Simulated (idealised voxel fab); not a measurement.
process module | voxel self aligned contacts
cross-section cut | 195 nm wide | cells 5 nm
A cross-section is a grid of square cells, given in bands from the top down. A band is one or more rows of cells.
Each band's line starts with the height of the band's top and of its bottom, in nm. Then come its materials from left to right, each with its width in nm. One material with "throughout" fills the band from edge to edge. "air" is empty space.
Height 0 is the level under which the wafer as received is all one material. The lowest band goes on downwards, as in "0 down".
A width such as "30 to 40" changes by the same amount from each row of cells to the next, from the band's top row to its bottom row.
"no change" after a step means that no cell of the cross-section changed.
closed voids: empty space of 8 cells or more with no open way to the top, each as width x height at its distance from the left edge, in nm
after a step's settings: what the simulator itself notes on the step
overlay nm, on a step with a mask: how far to the right of its planned place the mask lay; to the left if negative
plan
1 op RECEIVE | material Si
2 op OXIDIZE | depth nm 5
3 op DIRECTIONAL_DEP | material polySi | thk nm 20
4 op DIRECTIONAL_DEP | material SiN | thk nm 20
5 op DIRECTIONAL_DEP | material aC | thk nm 15
6 op PATTERN | tone cover | mask id GATE | material resist | width nm 25 | pitch nm 65 | thk nm 30 | overlay nm 0
7 op DIRECTIONAL_ETCH | etch materials aC | depth nm 15
8 op STRIP | etch materials resist
9 op DIRECTIONAL_ETCH | etch materials SiN | depth nm 20
10 op DIRECTIONAL_ETCH | etch materials polySi | depth nm 20
11 op STRIP | etch materials aC
12 op CONFORMAL_DEP | material SiN | thk nm 10
13 op DIRECTIONAL_ETCH | etch materials SiN | depth nm 10
14 op FILL_DEP | material SiO2 | thk nm 20
15 op CMP | height nm 50
16 op PATTERN | tone open | mask id CONTACT | material resist | width nm 50 | pitch nm 65 | thk nm 20 | overlay nm 0
17 op DIRECTIONAL_ETCH | etch materials SiO2 | depth nm 55
18 op STRIP | etch materials resist
19 op CONFORMAL_DEP | material TiN | thk nm 5
20 op FILL_DEP | material Ru | thk nm 5
21 op CMP | height nm 50
22 op CONFORMAL_DEP | material SiCN | thk nm 5
as received, after step 1
  0 down: Si throughout
  closed voids: none
first wafer at the end, as planned
  55 to 50: SiCN throughout
  50 to 40: SiO2 40 | TiN 5 to 20 | Ru 40 to 10 | TiN 5 to 20 | SiO2 15 | TiN 5 to 20 | Ru 40 to 10 | TiN 5 to 20 | SiO2 40
  40 to 20: SiO2 10 | SiN 45 | TiN 5 | Ru 10 | TiN 5 | SiN 45 | TiN 5 | Ru 10 | TiN 5 | SiN 45 | SiO2 10
  20 to 0: SiO2 10 | SiN 10 | polySi 25 | SiN 10 | TiN 5 | Ru 10 | TiN 5 | SiN 10 | polySi 25 | SiN 10 | TiN 5 | Ru 10 | TiN 5 | SiN 10 | polySi 25 | SiN 10 | SiO2 10
  0 to -5: SiO2 55 | TiN 20 | SiO2 45 | TiN 20 | SiO2 55
  -5 down: Si throughout
  closed voids: none
second wafer at the end: like start, like plan, one mistake
  55 to 50: SiCN throughout
  50 to 40: SiO2 50 | TiN 5 to 10 | Ru 40 to 10 | TiN 5 to 30 | SiO2 15 | TiN 5 to 10 | Ru 40 to 10 | TiN 5 to 30 | SiO2 30
  40 to 20: SiO2 10 | SiN 45 | TiN 5 | Ru 10 | TiN 5 | SiN 45 | TiN 5 | Ru 10 | TiN 5 | SiN 45 | SiO2 10
  20 to 0: SiO2 10 | SiN 10 | polySi 25 | SiN 10 | TiN 5 | Ru 10 | TiN 5 | SiN 10 | polySi 25 | SiN 10 | TiN 5 | Ru 10 | TiN 5 | SiN 10 | polySi 25 | SiN 10 | SiO2 10
  0 to -5: SiO2 55 | TiN 20 | SiO2 45 | TiN 20 | SiO2 55
  -5 down: Si throughout
  closed voids: none
what went wrong: step 16 ran as: op PATTERN | tone open | mask id CONTACT | material resist | width nm 50 | pitch nm 65 | thk nm 20 | overlay nm 10
at the end the second wafer has, in cells: as many of each material as the first, in other places
